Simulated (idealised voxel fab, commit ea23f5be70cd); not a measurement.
process module | voxel self aligned contacts
cross-section cut | 250 nm wide | cells 5 nm
A cross-section is a grid of square cells, given in bands from the top down. A band is one or more rows of cells.
Each band's line starts with the height of the band's top and of its bottom, in nm. Then come its materials from left to right, each with its width in nm. One material with "throughout" fills the band from edge to edge. "air" is empty space.
Height 0 is the level under which the wafer as received is all one material. The lowest band goes on downwards, as in "0 down".
A width such as "30 to 40" changes by the same amount from each row of cells to the next, from the band's top row to its bottom row.
"no change" after a step means that no cell of the cross-section changed.
closed voids: empty space of 8 cells or more with no open way to the top, each as width x height at its distance from the left edge, in nm
after a step's settings: what the simulator itself notes on the step
overlay nm, on a step with a mask: how far to the right of its planned place the mask lay; to the left if negative
plan
1 op RECEIVE | material Si
2 op CONFORMAL_DEP | material SiO2 | thk nm 5
3 op DIRECTIONAL_DEP | material polySi | thk nm 30
4 op DIRECTIONAL_DEP | material SiN | thk nm 15
5 op PATTERN | tone cover | mask id GATE | material resist | width nm 35 | pitch nm 60 | thk nm 15 | overlay nm 0
6 op DIRECTIONAL_ETCH | etch materials SiN | depth nm 15
7 op DIRECTIONAL_ETCH | etch materials polySi | depth nm 30
8 op STRIP | etch materials resist
9 op CONFORMAL_DEP | material SiN | thk nm 5
10 op DIRECTIONAL_ETCH | etch materials SiN | depth nm 5
11 op FILL_DEP | material SiO2 | thk nm 15
12 op CMP | height nm 60
13 op PATTERN | tone open | mask id CONTACT | material resist | width nm 35 | pitch nm 60 | thk nm 15 | overlay nm 0
14 op DIRECTIONAL_ETCH | etch materials SiO2 | depth nm 60
15 op STRIP | etch materials resist
16 op CONFORMAL_DEP | material TiN | thk nm 5
17 op FILL_DEP | material Ru | thk nm 5
18 op CMP | height nm 60
19 op CONFORMAL_DEP | material SiCN | thk nm 5
as received, after step 1
  0 down: Si throughout
  closed voids: none
first wafer at the end, as planned
  65 to 60: SiCN throughout
  60 to 50: SiO2 75 | TiN 5 to 15 | Ru 25 to 5 | TiN 5 to 15 | SiO2 25 | TiN 5 to 15 | Ru 25 to 5 | TiN 5 to 15 | SiO2 80
  50 to 35: SiO2 40 | SiN 45 | TiN 5 | Ru 5 | TiN 5 | SiN 45 | TiN 5 | Ru 5 | TiN 5 | SiN 45 | SiO2 45
  35 to 5: SiO2 40 | SiN 5 | polySi 35 | SiN 5 | TiN 5 | Ru 5 | TiN 5 | SiN 5 | polySi 35 | SiN 5 | TiN 5 | Ru 5 | TiN 5 | SiN 5 | polySi 35 | SiN 5 | SiO2 45
  5 to 0: SiO2 85 | TiN 15 | SiO2 45 | TiN 15 | SiO2 90
  0 down: Si throughout
  closed voids: none
second wafer at the end: like start, like plan, one mistake
  65 to 60: SiCN throughout
  60 to 50: SiO2 85 | TiN 5 | Ru 25 to 5 | TiN 5 to 25 | SiO2 25 | TiN 5 | Ru 25 to 5 | TiN 5 to 25 | SiO2 70
  50 to 35: SiO2 40 | SiN 45 | TiN 5 | Ru 5 | TiN 5 | SiN 45 | TiN 5 | Ru 5 | TiN 5 | SiN 45 | SiO2 45
  35 to 5: SiO2 40 | SiN 5 | polySi 35 | SiN 5 | TiN 5 | Ru 5 | TiN 5 | SiN 5 | polySi 35 | SiN 5 | TiN 5 | Ru 5 | TiN 5 | SiN 5 | polySi 35 | SiN 5 | SiO2 45
  5 to 0: SiO2 85 | TiN 15 | SiO2 45 | TiN 15 | SiO2 90
  0 down: Si throughout
  closed voids: none
what went wrong: step 13 ran as: op PATTERN | tone open | mask id CONTACT | material resist | width nm 35 | pitch nm 60 | thk nm 15 | overlay nm 10
at the end the second wafer has, in cells: as many of each material as the first, in other places
